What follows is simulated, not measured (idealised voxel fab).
process module | voxel gate over fins
cross-section cut | 300 nm wide | cells 5 nm
A cross-section is a grid of square cells, given in bands from the top down. A band is one or more rows of cells.
Each band's line starts with the height of the band's top and of its bottom, in nm. Then come its materials from left to right, each with its width in nm. One material with "throughout" fills the band from edge to edge. "air" is empty space.
Height 0 is the level under which the wafer as received is all one material. The lowest band goes on downwards, as in "0 down".
A width such as "30 to 40" changes by the same amount from each row of cells to the next, from the band's top row to its bottom row.
"no change" after a step means that no cell of the cross-section changed.
closed voids: empty space of 8 cells or more with no open way to the top, each as width x height at its distance from the left edge, in nm
after a step's settings: what the simulator itself notes on the step
overlay nm, on a step with a mask: how far to the right of its planned place the mask lay; to the left if negative
plan
1 op RECEIVE | material Si
2 op CONFORMAL_DEP | material SiN | thk nm 5
3 op DIRECTIONAL_DEP | material aC | thk nm 10
4 op PATTERN | tone cover | mask id FINS | material resist | width nm 15 | pitch nm 50 | thk nm 25 | overlay nm 0
5 op DIRECTIONAL_ETCH | etch materials aC | depth nm 10
6 op STRIP | etch materials resist
7 op DIRECTIONAL_ETCH | etch materials SiN | depth nm 5
8 op DIRECTIONAL_ETCH | etch materials Si | depth nm 40
9 op STRIP | etch materials aC
10 op OXIDIZE | depth nm 5
11 op FILL_DEP | material SiO2 | thk nm 15
12 op CMP | height nm 5
13 op PATTERN | tone open | mask id RAIL | material resist | width nm 15 | thk nm 20 | overlay nm 0
14 op DIRECTIONAL_ETCH | etch materials SiO2 | depth nm 40
15 op STRIP | etch materials resist
16 op CONFORMAL_DEP | material TiN | thk nm 5
17 op FILL_DEP | material W | thk nm 5
18 op CMP | height nm 5
19 op SELECTIVE_ETCH | etch materials W Ru TiN | depth nm 30
20 op FILL_DEP | material SiO2 | thk nm 5
21 op CMP | height nm 5
22 op SELECTIVE_ETCH | etch materials SiO2 | depth nm 20
23 op STRIP | etch materials SiN
24 op CONFORMAL_DEP | material HfO2 | thk nm 5
25 op CONFORMAL_DEP | material TiN | thk nm 5
26 op CONFORMAL_DEP | material TiAl | thk nm 5
27 op CONFORMAL_DEP | material TiN | thk nm 5
28 op FILL_DEP | material W | thk nm 10
29 op CMP | height nm 25
30 op CONFORMAL_DEP | material SiCN | thk nm 5
as received, after step 1
  0 down: Si throughout
  closed voids: none
a wafer at the end: this start, this plan, one mistake
  30 to 25: SiCN throughout
  25 to 15: W throughout
  15 to 10: W 80 | TiN 35 | W 15 | TiN 35 | W 15 | TiN 35 | W 85
  10 to 5: W 80 | TiN 5 | TiAl 25 | TiN 5 | W 15 | TiN 5 | TiAl 25 | TiN 5 | W 15 | TiN 5 | TiAl 25 | TiN 5 | W 85
  5 to 0: W 80 | TiN 5 | TiAl 5 | HfO2 15 | TiAl 5 | TiN 5 | W 15 | TiN 5 | TiAl 5 | HfO2 15 | TiAl 5 | TiN 5 | W 15 | TiN 5 | TiAl 5 | HfO2 15 | TiAl 5 | TiN 5 | W 85
  0 to -5: TiN 85 | TiAl 5 | HfO2 5 | Si 5 | HfO2 5 | TiAl 5 | TiN 25 | TiAl 5 | HfO2 5 | Si 5 | HfO2 5 | TiAl 5 | TiN 25 | TiAl 5 | HfO2 5 | Si 5 | HfO2 5 | TiAl 5 | TiN 90
  -5 to -10: TiAl 90 | HfO2 5 | Si 5 | HfO2 5 | TiAl 35 | HfO2 5 | Si 5 | HfO2 5 | TiAl 35 | HfO2 5 | Si 5 | HfO2 5 | TiAl 95
  -10 to -15: HfO2 95 | Si 5 | HfO2 45 | Si 5 | HfO2 45 | Si 5 | HfO2 100
  -15 to -25: SiO2 95 | Si 5 | SiO2 45 | Si 5 | SiO2 45 | Si 5 | SiO2 100
  -25 to -30: SiO2 95 | Si 5 | SiO2 15 | TiN 5 | W 5 | TiN 5 | SiO2 15 | Si 5 | SiO2 45 | Si 5 | SiO2 100
  -30 to -35: SiO2 95 | Si 5 | SiO2 15 | TiN 15 | SiO2 15 | Si 5 | SiO2 45 | Si 5 | SiO2 100
  -35 to -45: SiO2 95 | Si 5 | SiO2 45 | Si 5 | SiO2 45 | Si 5 | SiO2 100
  -45 down: Si throughout
  closed voids: none
what went wrong: step 25 was left out
